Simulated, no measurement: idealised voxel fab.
The following process module bears the name voxel double patterning.
Square cells of 5 nm make up the cross-section cut, whose width is 200 nm.
Reading order for cross-sections: top band down to bottom band. Underlying form: a grid of square cells. Band size: one or more rows of cells.
For a band, the entry starts with two heights in nm, that of the top and then that of the bottom, and carries on with the band's materials in order from left to right, each alongside its width in nm; the word "full width" beside a single material means it fills the band edge to edge, and "blank" means empty space.
Height reference: 0 = level under which incoming wafer is all one material. Lowest band: no bottom, runs on downward, e.g. "z 0 and below".
So if you see something like "30 to 40" for the width, read it as the top row of the band sitting at the first number and the bottom row at the second, with every row in between moving by the same amount as the last.
The cross-section has no changed cell in any step marked "nothing changed".
You'll see "Voids, fully enclosed" listing empty spaces that have no way open to the top, as long as they're 8 cells or more; the notation is width x height at distance, where the distance is from the left edge, and all of it is in nm.
Formally, on a step line, whatever follows the settings is a remark that the simulator itself makes on the step.
The "overlay nm" setting may appear on a step's line; for a step that uses a mask, it gives how far to the right of its planned position the mask lay, and a negative value indicates the left.

### The steps planned for the process are as follows
step 1: RECEIVE [material Si]
step 2: CONFORMAL_DEP [material SiO2] [thk nm 10]
step 3: DIRECTIONAL_DEP [material TiN] [thk nm 15]
step 4: DIRECTIONAL_DEP [material SiCN] [thk nm 10]
step 5: DIRECTIONAL_DEP [material aC] [thk nm 15]
step 6: PATTERN [tone open] [mask id FIRST] [material resist] [width nm 15] [pitch nm 50] [thk nm 35] [overlay nm 0]
step 7: DIRECTIONAL_ETCH [etch materials aC] [depth nm 15]
step 8: STRIP [etch materials resist]
step 9: DIRECTIONAL_ETCH [etch materials SiCN] [depth nm 10]
step 10: STRIP [etch materials aC]
step 11: PATTERN [tone open] [mask id SECOND] [material resist] [width nm 15] [pitch nm 50] [thk nm 20] [overlay nm 0]
step 12: DIRECTIONAL_ETCH [etch materials SiCN] [depth nm 10]
step 13: STRIP [etch materials resist]
step 14: DIRECTIONAL_ETCH [etch materials TiN] [depth nm 15]
step 15: STRIP [etch materials SiCN]

### First wafer, two in total, run as planned

### Received-state cross-section, reflecting completion of step 1
z 0 and below | Si full width
Voids, fully enclosed: none

### You're looking at a cross-section of the wafer after step 2
z 10 to 0 | SiO2 full width
All layers under 0 are left as they were.

### You're looking at a cross-section of the wafer after step 3
z 25 to 10 | TiN full width
All layers under 10 are left as they were.

### You're looking at a cross-section of the wafer after step 4
z 35 to 25 | SiCN full width
All layers under 25 are left as they were.

### You're looking at a cross-section of the wafer after step 5
z 50 to 35 | aC full width
All layers under 35 are left as they were.

### You're looking at a cross-section of the wafer after step 6
z 85 to 50 | resist: 40 / blank: 15 / resist: 35 / blank: 15 / resist: 35 / blank: 15 / resist: 45
All layers under 50 are left as they were.

### You're looking at a cross-section of the wafer after step 7
z 70 to 50 | resist: 40 / blank: 15 / resist: 35 / blank: 15 / resist: 35 / blank: 15 / resist: 45
z 50 to 35 | aC: 40 / blank: 15 / aC: 35 / blank: 15 / aC: 35 / blank: 15 / aC: 45
All layers under 35 are left as they were.

### You're looking at a cross-section of the wafer after step 8
z 50 to 35 | aC: 40 / blank: 15 / aC: 35 / blank: 15 / aC: 35 / blank: 15 / aC: 45
All layers under 35 are left as they were.

### You're looking at a cross-section of the wafer after step 9
z 50 to 35 | aC: 40 / blank: 15 / aC: 35 / blank: 15 / aC: 35 / blank: 15 / aC: 45
z 35 to 25 | SiCN: 40 / blank: 15 / SiCN: 35 / blank: 15 / SiCN: 35 / blank: 15 / SiCN: 45
All layers under 25 are left as they were.

### You're looking at a cross-section of the wafer after step 10
z 35 to 25 | SiCN: 40 / blank: 15 / SiCN: 35 / blank: 15 / SiCN: 35 / blank: 15 / SiCN: 45
All layers under 25 are left as they were.

### You're looking at a cross-section of the wafer after step 11
z 55 to 35 | resist: 65 / blank: 15 / resist: 35 / blank: 15 / resist: 70
z 35 to 25 | SiCN: 40 / resist: 15 / SiCN: 35 / resist: 15 / SiCN: 35 / resist: 15 / SiCN: 45
All layers under 25 are left as they were.

### You're looking at a cross-section of the wafer after step 12
z 55 to 35 | resist: 65 / blank: 15 / resist: 35 / blank: 15 / resist: 70
z 35 to 25 | SiCN: 40 / resist: 15 / SiCN: 10 / blank: 15 / SiCN: 10 / resist: 15 / SiCN: 10 / blank: 15 / SiCN: 10 / resist: 15 / SiCN: 45
All layers under 25 are left as they were.

### You're looking at a cross-section of the wafer after step 13
z 35 to 25 | SiCN: 40 / blank: 15 / SiCN: 10 / blank: 15 / SiCN: 10 / blank: 15 / SiCN: 10 / blank: 15 / SiCN: 10 / blank: 15 / SiCN: 45
All layers under 25 are left as they were.

### You're looking at a cross-section of the wafer after step 14
z 35 to 25 | SiCN: 40 / blank: 15 / SiCN: 10 / blank: 15 / SiCN: 10 / blank: 15 / SiCN: 10 / blank: 15 / SiCN: 10 / blank: 15 / SiCN: 45
z 25 to 10 | TiN: 40 / blank: 15 / TiN: 10 / blank: 15 / TiN: 10 / blank: 15 / TiN: 10 / blank: 15 / TiN: 10 / blank: 15 / TiN: 45
All layers under 10 are left as they were.

### You're looking at a cross-section of the wafer after step 15
z 25 to 10 | TiN: 40 / blank: 15 / TiN: 10 / blank: 15 / TiN: 10 / blank: 15 / TiN: 10 / blank: 15 / TiN: 10 / blank: 15 / TiN: 45
All layers under 10 are left as they were.

### For the second wafer, take the first wafer's start and plan, then add one mistake made in running it; everything through step 5, that step included, is shared with the first

### Cross-section of the second wafer at the time by which step 6 should have been completed according to the plan
z 85 to 50 | resist: 45 / blank: 15 / resist: 35 / blank: 15 / resist: 35 / blank: 15 / resist: 40
All layers under 50 are left as they were.

### Cross-section of the second wafer at the time by which step 7 should have been completed according to the plan
z 70 to 50 | resist: 45 / blank: 15 / resist: 35 / blank: 15 / resist: 35 / blank: 15 / resist: 40
z 50 to 35 | aC: 45 / blank: 15 / aC: 35 / blank: 15 / aC: 35 / blank: 15 / aC: 40
All layers under 35 are left as they were.

### Cross-section of the second wafer at the time by which step 8 should have been completed according to the plan
z 50 to 35 | aC: 45 / blank: 15 / aC: 35 / blank: 15 / aC: 35 / blank: 15 / aC: 40
All layers under 35 are left as they were.

### Cross-section of the second wafer at the time by which step 9 should have been completed according to the plan
z 50 to 35 | aC: 45 / blank: 15 / aC: 35 / blank: 15 / aC: 35 / blank: 15 / aC: 40
z 35 to 25 | SiCN: 45 / blank: 15 / SiCN: 35 / blank: 15 / SiCN: 35 / blank: 15 / SiCN: 40
All layers under 25 are left as they were.

### Cross-section of the second wafer at the time by which step 10 should have been completed according to the plan
z 35 to 25 | SiCN: 45 / blank: 15 / SiCN: 35 / blank: 15 / SiCN: 35 / blank: 15 / SiCN: 40
All layers under 25 are left as they were.

### Cross-section of the second wafer at the time by which step 11 should have been completed according to the plan
z 55 to 35 | resist: 65 / blank: 15 / resist: 35 / blank: 15 / resist: 70
z 35 to 25 | SiCN: 45 / resist: 15 / SiCN: 35 / resist: 15 / SiCN: 35 / resist: 15 / SiCN: 40
All layers under 25 are left as they were.

### Cross-section of the second wafer at the time by which step 12 should have been completed according to the plan
z 55 to 35 | resist: 65 / blank: 15 / resist: 35 / blank: 15 / resist: 70
z 35 to 25 | SiCN: 45 / resist: 15 / SiCN: 5 / blank: 15 / SiCN: 15 / resist: 15 / SiCN: 5 / blank: 15 / SiCN: 15 / resist: 15 / SiCN: 40
All layers under 25 are left as they were.

### Cross-section of the second wafer at the time by which step 13 should have been completed according to the plan
z 35 to 25 | SiCN: 45 / blank: 15 / SiCN: 5 / blank: 15 / SiCN: 15 / blank: 15 / SiCN: 5 / blank: 15 / SiCN: 15 / blank: 15 / SiCN: 40
All layers under 25 are left as they were.

### Cross-section of the second wafer at the time by which step 14 should have been completed according to the plan
z 35 to 25 | SiCN: 45 / blank: 15 / SiCN: 5 / blank: 15 / SiCN: 15 / blank: 15 / SiCN: 5 / blank: 15 / SiCN: 15 / blank: 15 / SiCN: 40
z 25 to 10 | TiN: 45 / blank: 15 / TiN: 5 / blank: 15 / TiN: 15 / blank: 15 / TiN: 5 / blank: 15 / TiN: 15 / blank: 15 / TiN: 40
All layers under 10 are left as they were.

### Cross-section of the second wafer at the time by which step 15 should have been completed according to the plan
z 25 to 10 | TiN: 45 / blank: 15 / TiN: 5 / blank: 15 / TiN: 15 / blank: 15 / TiN: 5 / blank: 15 / TiN: 15 / blank: 15 / TiN: 40
All layers under 10 are left as they were.
Where did the run depart from the plan? planned and actual differ for step 6; actual: PATTERN [tone open] [mask id FIRST] [material resist] [width nm 15] [pitch nm 50] [thk nm 35] [overlay nm 5]
Heads up: at the end the two wafers have identical cell counts per material, they're just laid out differently.
